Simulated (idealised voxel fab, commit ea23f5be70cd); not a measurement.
The process module presented herein is designated voxel transistor to metal.
For reference, the cross-section in this document is cut, with width 215 nm and square cells of 5 nm.
The cross-sections in this document take the form of a grid made of square cells. They are written out as bands, in order from top to bottom. Each band consists of one or more rows of cells.
What a band's entry tells you: where the top is and where the bottom is, as heights in nm, and after that what lies inside, material by material from left to right, each with its width in nm. Empty space is written as the word "air", and a single material marked with the word "all across" occupies the band from edge to edge.
Height 0 is the level under which the wafer as received is all one material. The lowest band goes on downwards, as in "from 0 down".
The expression "30 to 40" gives the width at the extremes of the band, the first number at its top row of cells and the second at its bottom row, with the width changing by equal amounts from each row to the next in between.
Where a step carries "no change", the cross-section came out of it unchanged, cell for cell.
Heads up: "Cavities, sealed" only lists the empty pockets with no open path to the top that are 8 cells or more, and it writes them as width x height at distance, distance from the left edge, in nm.
Post-settings text on a step line: simulator's own remark regarding the step.
The optional step-line setting "overlay nm" applies to steps with a mask and quantifies how far to the right of its planned location the mask lay, a negative value indicating leftward placement.
## Process steps - plan
- 1: RECEIVE | material Si
- 2: CONFORMAL_DEP | material SiO2 | thk nm 5
- 3: CONFORMAL_DEP | material SiN | thk nm 10
- 4: MASKED_ETCH | tone cover | mask id ACTIVE | width nm 105 | etch materials SiN | depth nm 10 | overlay nm 0
- 5: MASKED_ETCH | tone cover | mask id ACTIVE | width nm 105 | etch materials SiO2 | depth nm 5 | overlay nm 0
- 6: MASKED_ETCH | tone cover | mask id ACTIVE | width nm 105 | etch materials Si | depth nm 20 | overlay nm 0
- 7: FILL_DEP | material SiO2 | thk nm 10
- 8: CMP | height nm 15
- 9: SELECTIVE_ETCH | etch materials SiO2 | depth nm 10
- 10: STRIP | etch materials SiN
- 11: SELECTIVE_ETCH | etch materials SiO2 | depth nm 5
- 12: OXIDIZE | depth nm 5
- 13: DIRECTIONAL_DEP | material polySi | thk nm 30
- 14: DIRECTIONAL_DEP | material SiCN | thk nm 10
- 15: PATTERN | tone cover | mask id GATE | material resist | width nm 25 | thk nm 20 | overlay nm 0
- 16: DIRECTIONAL_ETCH | etch materials SiCN | depth nm 20
- 17: DIRECTIONAL_ETCH | etch materials polySi | depth nm 40
- 18: STRIP | etch materials resist
- 19: CONFORMAL_DEP | material SiN | thk nm 5
- 20: DIRECTIONAL_ETCH | etch materials SiN | depth nm 5
- 21: DIRECTIONAL_ETCH | etch materials SiO2 | depth nm 5
- 22: EPI | material pSi | thk nm 5
- 23: FILL_DEP | material SiO2 | thk nm 10
- 24: CMP | height nm 30
- 25: STRIP | etch materials polySi
- 26: SELECTIVE_ETCH | etch materials SiO2 | depth nm 5
- 27: CONFORMAL_DEP | material HfO2 | thk nm 5
- 28: CONFORMAL_DEP | material TiN | thk nm 5
- 29: FILL_DEP | material W | thk nm 5
- 30: CMP | height nm 25
- 31: DIRECTIONAL_DEP | material SiO2 | thk nm 15
- 32: PATTERN | tone open | mask id CONTACT | material resist | width nm 15 | pitch nm 70 | thk nm 15 | overlay nm 0
- 33: DIRECTIONAL_ETCH | etch materials SiO2 | depth nm 40
- 34: STRIP | etch materials resist
- 35: CONFORMAL_DEP | material TiN | thk nm 5
- 36: FILL_DEP | material Ru | thk nm 5
- 37: CMP | height nm 40
- 38: DIRECTIONAL_DEP | material TiN | thk nm 5
- 39: DIRECTIONAL_DEP | material W | thk nm 15
- 40: DIRECTIONAL_DEP | material aC | thk nm 15
- 41: PATTERN | tone cover | mask id METAL_1 | material resist | width nm 15 | pitch nm 70 | thk nm 35 | overlay nm 0
- 42: DIRECTIONAL_ETCH | etch materials aC | depth nm 15
- 43: STRIP | etch materials resist
- 44: DIRECTIONAL_ETCH | etch materials W | depth nm 15
- 45: DIRECTIONAL_ETCH | etch materials TiN | depth nm 5
- 46: STRIP | etch materials aC
- 47: CONFORMAL_DEP | material SiCN | thk nm 5
- 48: FILL_DEP | material lowk | thk nm 5
- 49: CMP | height nm 60
- 50: CONFORMAL_DEP | material SiN | thk nm 5
## Wafer cross-section on receipt, i.e. after step 1
> from 0 down: Si all across
> Cavities, sealed: none
## Figure: cross-sectional view of the wafer upon completion of the module, processed from the initial state and according to the plan depicted above, with one error introduced during execution
> from 65 to 60: SiN all across
> from 60 to 45: lowk=60, then SiCN=5, then W=15, then SiCN=5, then lowk=45, then SiCN=5, then W=15, then SiCN=5, then lowk=60
> from 45 to 40: SiCN=65, then TiN=15, then SiCN=55, then TiN=15, then SiCN=65
> from 40 to 25: SiO2=65, then TiN=5, then Ru=5, then TiN=5, then SiO2=55, then TiN=5, then Ru=5, then TiN=5, then SiO2=65
> from 25 to 5: SiO2=65, then TiN=5, then Ru=5, then TiN=5, then SiO2=15, then SiN=5, then HfO2=5, then TiN=5, then HfO2=5, then SiN=5, then SiO2=15, then TiN=5, then Ru=5, then TiN=5, then SiO2=65
> from 5 to 0: SiO2=65, then TiN=15, then SiO2=15, then SiN=5, then HfO2=5, then TiN=5, then HfO2=5, then SiN=5, then SiO2=15, then TiN=15, then SiO2=65
> from 0 to -5: SiO2=50, then pSi=45, then HfO2=25, then pSi=45, then SiO2=50
> from -5 to -20: SiO2=55, then Si=105, then SiO2=55
> from -20 down: Si all across
> Cavities, sealed: none
Misprocessing identified: step 15 ran differently from the plan; actual operation with settings: PATTERN | tone cover | mask id GATE | material resist | width nm 15 | thk nm 20 | overlay nm 0
